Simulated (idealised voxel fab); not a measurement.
Herein follows the process module entitled voxel self aligned vias.
Cross-sectional view cut (width: 295 nm; square cell size: 5 nm).
How to read a cross-section here: the picture is a grid of square cells, written as bands going from the top down, and any band can span one or more rows of cells.
Top height, bottom height, nm. Materials left to right, width each, nm. Single material + "edge to edge" = fills band edge to edge. "empty" = empty.
Where do heights start? At 0: under that level the wafer as delivered is made of one material only. And the lowest band has no floor; it just carries on downward, as in "top 0, no bottom".
Read "30 to 40" as a graded width: first number on top, second number at the bottom, same change between each pair of neighbouring rows.
"nothing changed" after a step means that no cell of the cross-section changed.
"Voids lacking openings" - sealed voids, min. 8 cells, no opening to top; format: width x height at distance (distance from left edge; nm throughout).
On each step's line, the part that comes after the settings is the simulator's own comment on the step.
overlay nm: for a step with a mask, the amount by which the mask lay right of where it was planned; a negative amount means left of it.
-- Process steps - plan
1. RECEIVE: material Si
2. CONFORMAL_DEP: material SiO2, thk nm 10
3. CONFORMAL_DEP: material SiCN, thk nm 5
4. DIRECTIONAL_DEP: material SiO2, thk nm 25
5. DIRECTIONAL_DEP: material aC, thk nm 15
6. PATTERN: tone open, mask id LINES, material resist, width nm 30, pitch nm 65, thk nm 30, overlay nm 0
7. DIRECTIONAL_ETCH: etch materials aC, depth nm 15
8. STRIP: etch materials resist
9. DIRECTIONAL_ETCH: etch materials SiO2, depth nm 25
10. STRIP: etch materials aC
11. CONFORMAL_DEP: material TiN, thk nm 5
12. FILL_DEP: material W, thk nm 5
13. CMP: height nm 40
14. SELECTIVE_ETCH: etch materials W Ru TiN, depth nm 5
15. FILL_DEP: material SiN, thk nm 5
16. CMP: height nm 40
17. DIRECTIONAL_DEP: material SiO2, thk nm 15
18. DIRECTIONAL_DEP: material aC, thk nm 15
19. PATTERN: tone open, mask id VIAS, material resist, width nm 40, thk nm 35, overlay nm 0
20. DIRECTIONAL_ETCH: etch materials aC, depth nm 15
21. STRIP: etch materials resist
22. DIRECTIONAL_ETCH: etch materials SiO2, depth nm 15
23. DIRECTIONAL_ETCH: etch materials SiN, depth nm 5
24. STRIP: etch materials aC
25. CONFORMAL_DEP: material TiN, thk nm 5
26. FILL_DEP: material W, thk nm 5
27. CMP: height nm 55
28. CONFORMAL_DEP: material SiN, thk nm 5
-- Cross-section of the wafer at receipt, which is the condition after step 1
- top 0, no bottom | Si edge to edge
- Voids lacking openings: none
-- Figure: cross-sectional view of the wafer upon completion of the module, processed from the initial state and according to the plan depicted above, with one error introduced during execution
- top 60, bottom 55 | SiN edge to edge
- top 55, bottom 40 | SiO2 95 nm / TiN 5 nm / W 30 nm / TiN 5 nm / SiO2 160 nm
- top 40, bottom 35 | SiO2 95 nm / TiN 40 nm / SiO2 30 nm / SiN 30 nm / SiO2 100 nm
- top 35, bottom 25 | SiO2 95 nm / TiN 10 nm / W 20 nm / TiN 10 nm / SiO2 30 nm / TiN 5 nm / W 20 nm / TiN 5 nm / SiO2 100 nm
- top 25, bottom 20 | SiO2 100 nm / TiN 5 nm / W 20 nm / TiN 5 nm / SiO2 35 nm / TiN 5 nm / W 20 nm / TiN 5 nm / SiO2 100 nm
- top 20, bottom 15 | SiO2 100 nm / TiN 30 nm / SiO2 35 nm / TiN 30 nm / SiO2 100 nm
- top 15, bottom 10 | SiCN edge to edge
- top 10, bottom 0 | SiO2 edge to edge
- top 0, no bottom | Si edge to edge
- Voids lacking openings: none
Here's what went sideways: step 22 from the plan got run twice
